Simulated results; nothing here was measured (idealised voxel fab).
Process module name: voxel gate over fins
Cross-section cut: width 260 nm, square cells of 5 nm.
Format of a cross-section: grid, square cells. Given as bands. Order: top down. Band: one or more rows of cells.
Each band's line starts with the height of the band's top and of its bottom, in nm. Then come its materials from left to right, each with its width in nm. One material with "everywhere" fills the band from edge to edge. "air" is empty space.
Measure heights from 0. That's the level where, below it, the as-received wafer is all one material. The lowest band is bottomless and extends downward; write it as in "0..down".
Top row gets the first number, bottom row gets the second, and each row in between changes by the same step: that is how a band width like "30->40" works.
Where the words "no change occurred" appear for a step, the cross-section shows no cell changed by that step; every cell remained as before.
"Completely sealed voids" means: voids of 8 cells or more that are shut off from the top with no open way through. Written width x height at distance, distance from the left edge, in nm.
Heads up: the bit after the settings on a step's line is the simulator's remark on that step.
overlay nm, on a step with a mask: how far to the right of its planned place the mask lay; to the left if negative
Intended process steps
1 RECEIVE with material Si
2 CONFORMAL_DEP with material SiN, thk nm 5
3 MASKED_ETCH with tone cover, mask id FINS, width nm 15, pitch nm 60, etch materials SiN, depth nm 5, overlay nm 0
4 MASKED_ETCH with tone cover, mask id FINS, width nm 15, pitch nm 60, etch materials Si, depth nm 35, overlay nm 0
5 OXIDIZE with depth nm 5
6 FILL_DEP with material SiO2, thk nm 5
7 CMP with height nm 5
8 MASKED_ETCH with tone open, mask id RAIL, width nm 15, etch materials SiO2, depth nm 35, overlay nm 0
9 CONFORMAL_DEP with material TiN, thk nm 5
10 FILL_DEP with material Ru, thk nm 10
11 CMP with height nm 5
12 SELECTIVE_ETCH with etch materials W Ru TiN, depth nm 20
13 FILL_DEP with material SiO2, thk nm 5
14 CMP with height nm 5
15 SELECTIVE_ETCH with etch materials SiO2, depth nm 15
16 STRIP with etch materials SiN
17 CONFORMAL_DEP with material HfO2, thk nm 5
18 CONFORMAL_DEP with material TiN, thk nm 5
19 FILL_DEP with material W, thk nm 15
20 CMP with height nm 20
21 CONFORMAL_DEP with material SiN, thk nm 10
Received-state cross-section, reflecting completion of step 1
> 0..down = Si everywhere
> Completely sealed voids: none
Wafer at module end, in section. Began as above, planned as above, run with one mistake
> 30..20 = SiN everywhere
> 20..15 = W everywhere
> 15..10 = W=80 / TiN=35 / W=145
> 10..5 = W=55 / TiN=30 / HfO2=25 / TiN=30 / W=35 / TiN=25 / W=60
> 5..0 = W=55 / TiN=5 / HfO2=15 / TiN=10 / HfO2=25 / TiN=10 / HfO2=15 / TiN=5 / W=35 / TiN=5 / HfO2=15 / TiN=5 / W=60
> 0..-5 = TiN=60 / HfO2=5 / Si=5 / HfO2=5 / TiN=10 / HfO2=25 / TiN=10 / HfO2=5 / Si=5 / HfO2=5 / TiN=45 / HfO2=5 / Si=5 / HfO2=5 / TiN=65
> -5..-10 = HfO2=65 / Si=5 / HfO2=55 / Si=5 / HfO2=55 / Si=5 / HfO2=70
> -10..-15 = SiO2=65 / Si=5 / SiO2=20 / HfO2=15 / SiO2=20 / Si=5 / SiO2=55 / Si=5 / SiO2=70
> -15..-25 = SiO2=65 / Si=5 / SiO2=20 / TiN=5 / Ru=5 / TiN=5 / SiO2=20 / Si=5 / SiO2=55 / Si=5 / SiO2=70
> -25..-30 = SiO2=65 / Si=5 / SiO2=20 / TiN=15 / SiO2=20 / Si=5 / SiO2=55 / Si=5 / SiO2=70
> -30..-40 = SiO2=65 / Si=5 / SiO2=55 / Si=5 / SiO2=55 / Si=5 / SiO2=70
> -40..down = Si everywhere
> Completely sealed voids: none
Nonconformance to the process plan: step 13 went in with a setting other than planned; the actual run was FILL_DEP with material HfO2, thk nm 5
